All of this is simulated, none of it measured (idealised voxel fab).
Herein follows the process module entitled voxel gate over fins.
Displayed cross-section: cut, width of 250 nm, square cells sized 5 nm.
How to read a cross-section here: the picture is a grid of square cells, written as bands going from the top down, and any band can span one or more rows of cells. Read a band's entry like this: the first values are the height of its top and the height of its bottom in nm, and what follows is the sequence of materials from left to right, each with its width in nm. Note that "blank" is empty space, and that a single material marked "edge to edge" reaches across the band from edge to edge. Heights are reckoned from 0. Under this level, the received wafer is all of one material. The bottommost band is open-ended downward, for example "top 0, no bottom". It should be noted that a width expressed as "30..40" varies in equal increments from row to row of cells within the band, taking the value of the first number at the top row and that of the second number at the bottom row. When a step is marked "remains unaltered", none of the cells in the cross-section changed during that step. "Enclosed internal voids": sealed empty spaces, 8 cells or more, no open way to top, listed width x height at distance, with distance from the left edge and width, height and distance in nm. Heads up: the bit after the settings on a step's line is the simulator's remark on that step. If you see "overlay nm" on a step's line and that step has a mask, it's telling you how far right of where it was planned the mask ended up; a negative number means it went left instead.

So here's the lineup of process steps we planned
1 RECEIVE (material Si)
2 CONFORMAL_DEP (material SiN; thk nm 10)
3 DIRECTIONAL_DEP (material aC; thk nm 15)
4 PATTERN (tone cover; mask id FINS; material resist; width nm 15; pitch nm 55; thk nm 35; overlay nm 0)
5 DIRECTIONAL_ETCH (etch materials aC; depth nm 15)
6 STRIP (etch materials resist)
7 DIRECTIONAL_ETCH (etch materials SiN; depth nm 10)
8 DIRECTIONAL_ETCH (etch materials Si; depth nm 30)
9 STRIP (etch materials aC)
10 OXIDIZE (depth nm 5)
11 FILL_DEP (material SiO2; thk nm 10)
12 CMP (height nm 10)
13 DIRECTIONAL_DEP (material aC; thk nm 15)
14 PATTERN (tone open; mask id RAIL; material resist; width nm 15; thk nm 30; overlay nm 0)
15 DIRECTIONAL_ETCH (etch materials aC; depth nm 15)
16 STRIP (etch materials resist)
17 DIRECTIONAL_ETCH (etch materials SiO2; depth nm 35)
18 STRIP (etch materials aC)
19 CONFORMAL_DEP (material TiN; thk nm 5)
20 FILL_DEP (material Ru; thk nm 5)
21 CMP (height nm 10)
22 SELECTIVE_ETCH (etch materials W Ru TiN; depth nm 30)
23 FILL_DEP (material SiO2; thk nm 5)
24 CMP (height nm 10)
25 SELECTIVE_ETCH (etch materials SiO2; depth nm 20)
26 STRIP (etch materials SiN)
27 CONFORMAL_DEP (material HfO2; thk nm 5)
28 CONFORMAL_DEP (material TiN; thk nm 5)
29 FILL_DEP (material W; thk nm 15)
30 CMP (height nm 20)
31 CONFORMAL_DEP (material SiN; thk nm 10)

Cross-section, incoming material, after step 1
top 0, no bottom: Si edge to edge
Enclosed internal voids: none

End state of the module in cross-section, given the above starting point and plan and one mistake in execution
top 30, bottom 20: SiN edge to edge
top 20, bottom 10: W edge to edge
top 10, bottom 5: W (85)  aC (25)  W (30)  aC (25)  W (85)
top 5, bottom 0: W (85)  aC (5)  HfO2 (15)  aC (5)  W (30)  aC (5)  HfO2 (15)  aC (5)  W (85)
top 0, bottom -5: aC (90)  HfO2 (5)  Si (5)  HfO2 (5)  aC (40)  HfO2 (5)  Si (5)  HfO2 (5)  aC (90)
top -5, bottom -10: HfO2 (95)  Si (5)  HfO2 (50)  Si (5)  HfO2 (95)
top -10, bottom -20: SiO2 (95)  Si (5)  SiO2 (50)  Si (5)  SiO2 (95)
top -20, bottom -25: SiO2 (95)  Si (5)  SiO2 (15)  TiN (15)  SiO2 (20)  Si (5)  SiO2 (95)
top -25, bottom -35: SiO2 (95)  Si (5)  SiO2 (50)  Si (5)  SiO2 (95)
top -35, no bottom: Si edge to edge
Enclosed internal voids: none
Against the plan, the run slipped here: note that step 28 departed from the planned setting and was carried out as CONFORMAL_DEP (material aC; thk nm 5)
